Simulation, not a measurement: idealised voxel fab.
Process module, titled voxel released beams
The figure presents cross-section cut, which has a width of 195 nm and is divided into square cells with an edge length of 5 nm.
A cross-section is a grid of square cells, given in bands from the top down. A band is one or more rows of cells.
Read a band's entry like this: the first values are the height of its top and the height of its bottom in nm, and what follows is the sequence of materials from left to right, each with its width in nm. Note that "empty" is empty space, and that a single material marked "throughout" reaches across the band from edge to edge.
Below 0: as-received wafer, all one material; heights counted from there. Lowest band: no bottom, goes on down, written "z 0 and below".
A width given as "30 to 40" starts at the first number in the band's top row and ends at the second number in its bottom row, shifting by an equal amount at every step from row to row.
"no change occurred" after a step means that no cell of the cross-section changed.
The label "Sealed void inventory" introduces a list of the empty spaces, 8 cells or larger, that have no open way up to the top; each entry in it reads width x height at distance, where the distance is taken from the left edge and all three are stated in nm.
after a step's settings: what the simulator itself notes on the step
The optional step-line setting "overlay nm" applies to steps with a mask and quantifies how far to the right of its planned location the mask lay, a negative value indicating leftward placement.
### Planned process steps
1 RECEIVE with material Si
2 CONFORMAL_DEP with material SiN, thk nm 5
3 DIRECTIONAL_DEP with material SiO2, thk nm 15
4 DIRECTIONAL_DEP with material aC, thk nm 10
5 PATTERN with tone open, mask id ANCHOR, material resist, width nm 35, thk nm 30, overlay nm 0
6 DIRECTIONAL_ETCH with etch materials aC, depth nm 10
7 STRIP with etch materials resist
8 DIRECTIONAL_ETCH with etch materials SiO2, depth nm 15
9 STRIP with etch materials aC
10 CONFORMAL_DEP with material polySi, thk nm 15
11 MASKED_ETCH with tone cover, mask id BEAM, width nm 120, etch materials polySi, depth nm 15, overlay nm 0
12 STRIP with etch materials SiO2
### Wafer at receipt (post step 1), cross-section
- z 0 and below = Si throughout
- Sealed void inventory: none
### Post-module cross-section of the first of two wafers (run per plan)
- z 35 to 20 = empty: 35 / polySi: 20 / empty: 5 / polySi: 95 / empty: 40
- z 20 to 5 = empty: 40 / polySi: 35 / empty: 120
- z 5 to 0 = SiN throughout
- z 0 and below = Si throughout
- Sealed void inventory: none
### Cross-section, wafer two of two, end of module: same start and plan as wafer one, one error in execution
- z 35 to 20 = empty: 35 / polySi: 55 / empty: 105
- z 20 to 5 = empty: 25 / polySi: 15 / SiO2: 35 / polySi: 80 / empty: 40
- z 5 to 0 = SiN throughout
- z 0 and below = Si throughout
- Sealed void inventory: none
Nonconformance to the process plan: step 5 changed vs plan, executed as PATTERN with tone cover, mask id ANCHOR, material resist, width nm 35, thk nm 30, overlay nm 0
The closing comparison, in cells, has the second wafer with more or fewer of some materials than the first: SiO2 +21
